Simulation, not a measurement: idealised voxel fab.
The following is a process module called voxel double patterning.
This is section cut - it's 255 nm across, gridded in 5 nm square cells.
Bands, listed from the top down, are how a cross-section gets written in this document; the cross-section itself is a grid of square cells, and a band is one or more rows of them.
Band: top and bottom heights (nm) first, top before bottom; then materials from left to right, widths in nm. "throughout" marks a sole material filling the band edge to edge. "air" denotes empty space.
It should be noted that heights are counted from 0, beneath which the wafer as supplied is of one material throughout, and that the lowest band possesses no lower boundary but continues downward, as written in "0 -> down".
Per-row width for "30..40": begins at first number (top row of band), ends at second number (bottom row), increment between rows held constant.
Reading "no change occurred" for a step: not a cell of the cross-section changed in it.
Look at "Closed void inventory" for the closed voids: empty spaces with no open path to the top, sized 8 cells or up. Each is width x height at distance, distance from the left edge, all nm.
That trailing text on a step's line, after the settings, is the simulator's own remark on the step.
"overlay nm" denotes, for a step that has a mask, the displacement of the mask to the right of its planned place, with negative values corresponding to the left.

**Planned step list for the process**
1: RECEIVE: material Si
2: CONFORMAL_DEP: material SiN, thk nm 5
3: DIRECTIONAL_DEP: material SiO2, thk nm 10
4: DIRECTIONAL_DEP: material SiCN, thk nm 10
5: MASKED_ETCH: tone open, mask id FIRST, width nm 15, pitch nm 50, etch materials SiCN, depth nm 10, overlay nm 0
6: DIRECTIONAL_DEP: material aC, thk nm 10
7: PATTERN: tone open, mask id SECOND, material resist, width nm 15, pitch nm 50, thk nm 25, overlay nm 0
8: DIRECTIONAL_ETCH: etch materials aC, depth nm 10
9: STRIP: etch materials resist
10: DIRECTIONAL_ETCH: etch materials SiCN, depth nm 10
11: STRIP: etch materials aC
12: DIRECTIONAL_ETCH: etch materials SiO2, depth nm 10
13: STRIP: etch materials SiCN
Same starting wafers, different width nm at step 5. Plan value belongs to the first wafer.

**Cross-section of the first of several received wafers, showing its state after step 1**
    0 -> down  Si throughout
    Closed void inventory: none

**Per-wafer rows below. For each material: cells gained (+) or lost (-) since the wafer was received, as of end of module. Then: closed voids**
width nm 15; +51 SiN; +72 SiO2; Closed void inventory: none
width nm 20; +51 SiN; +66 SiO2; Closed void inventory: none
width nm 25; +51 SiN; +60 SiO2; Closed void inventory: none
width nm 30; +51 SiN; +54 SiO2; Closed void inventory: none
